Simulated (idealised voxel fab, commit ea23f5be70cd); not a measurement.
process module | voxel self aligned contacts
cross-section cut | 200 nm wide | cells 5 nm
A cross-section is a grid of square cells, given in bands from the top down. A band is one or more rows of cells.
Each band's line starts with the height of the band's top and of its bottom, in nm. Then come its materials from left to right, each with its width in nm. One material with "throughout" fills the band from edge to edge. "air" is empty space.
Height 0 is the level under which the wafer as received is all one material. The lowest band goes on downwards, as in "0 down".
A width such as "30 to 40" changes by the same amount from each row of cells to the next, from the band's top row to its bottom row.
"no change" after a step means that no cell of the cross-section changed.
closed voids: empty space of 8 cells or more with no open way to the top, each as width x height at its distance from the left edge, in nm
after a step's settings: what the simulator itself notes on the step
overlay nm, on a step with a mask: how far to the right of its planned place the mask lay; to the left if negative
plan
1 op RECEIVE | material Si
2 op OXIDIZE | depth nm 5
3 op DIRECTIONAL_DEP | material polySi | thk nm 30
4 op DIRECTIONAL_DEP | material SiN | thk nm 20
5 op DIRECTIONAL_DEP | material aC | thk nm 15
6 op PATTERN | tone cover | mask id GATE | material resist | width nm 15 | pitch nm 60 | thk nm 35 | overlay nm 0
7 op DIRECTIONAL_ETCH | etch materials aC | depth nm 15
8 op STRIP | etch materials resist
9 op DIRECTIONAL_ETCH | etch materials SiN | depth nm 20
10 op DIRECTIONAL_ETCH | etch materials polySi | depth nm 30
11 op STRIP | etch materials aC
12 op CONFORMAL_DEP | material SiN | thk nm 10
13 op DIRECTIONAL_ETCH | etch materials SiN | depth nm 10
14 op FILL_DEP | material SiO2 | thk nm 20
15 op CMP | height nm 60
16 op PATTERN | tone open | mask id CONTACT | material resist | width nm 45 | pitch nm 60 | thk nm 15 | overlay nm 0
17 op DIRECTIONAL_ETCH | etch materials SiO2 | depth nm 65
18 op STRIP | etch materials resist
19 op CONFORMAL_DEP | material TiN | thk nm 5
20 op FILL_DEP | material Ru | thk nm 10
21 op CMP | height nm 60
22 op CONFORMAL_DEP | material SiCN | thk nm 5
varied across the wafers: width nm of step 6. The plan shows the first wafer's value. All wafers start alike
first wafer as received, after step 1
  0 down: Si throughout
  closed voids: none
first wafer at the end, after step 22
  65 to 60: SiCN throughout
  60 to 50: SiO2 45 | TiN 5 to 15 | Ru 35 to 15 | TiN 5 to 15 | SiO2 15 | TiN 5 to 15 | Ru 35 to 15 | TiN 5 to 15 | SiO2 50
  50 to 30: SiO2 20 | SiN 35 | TiN 5 | Ru 15 | TiN 5 | SiN 35 | TiN 5 | Ru 15 | TiN 5 | SiN 35 | SiO2 25
  30 to 0: SiO2 20 | SiN 10 | polySi 15 | SiN 10 | TiN 5 | Ru 15 | TiN 5 | SiN 10 | polySi 15 | SiN 10 | TiN 5 | Ru 15 | TiN 5 | SiN 10 | polySi 15 | SiN 10 | SiO2 25
  0 to -5: SiO2 55 | TiN 25 | SiO2 35 | TiN 25 | SiO2 60
  -5 down: Si throughout
  closed voids: none
last wafer at the end
  65 to 60: SiCN throughout
  60 to 55: SiO2 45 | TiN 5 | Ru 35 | TiN 5 | SiO2 15 | TiN 5 | Ru 35 | TiN 5 | SiO2 50
  55 to 50: SiO2 45 | TiN 45 | SiO2 15 | TiN 45 | SiO2 50
  50 to 30: SiO2 10 | SiN 180 | SiO2 10
  30 to 0: SiO2 10 | SiN 10 | polySi 40 | SiN 20 | polySi 40 | SiN 20 | polySi 40 | SiN 10 | SiO2 10
  0 to -5: SiO2 throughout
  -5 down: Si throughout
  closed voids: none
each wafer at the end: cells of each material gained (+) or lost (-) since it was received, then its closed voids
width nm 15 | +80 Ru | -40 Si | +40 SiCN | +156 SiN | +164 SiO2 | +66 TiN | +54 polySi | closed voids: none
width nm 20 | +58 Ru | -40 Si | +40 SiCN | +168 SiN | +156 SiO2 | +66 TiN | +72 polySi | closed voids: none
width nm 25 | +36 Ru | -40 Si | +40 SiCN | +180 SiN | +148 SiO2 | +66 TiN | +90 polySi | closed voids: none
width nm 30 | +14 Ru | -40 Si | +40 SiCN | +192 SiN | +140 SiO2 | +66 TiN | +108 polySi | closed voids: none
width nm 35 | +14 Ru | -40 Si | +40 SiCN | +204 SiN | +132 SiO2 | +44 TiN | +126 polySi | closed voids: none
width nm 40 | +14 Ru | -40 Si | +40 SiCN | +216 SiN | +124 SiO2 | +22 TiN | +144 polySi | closed voids: none
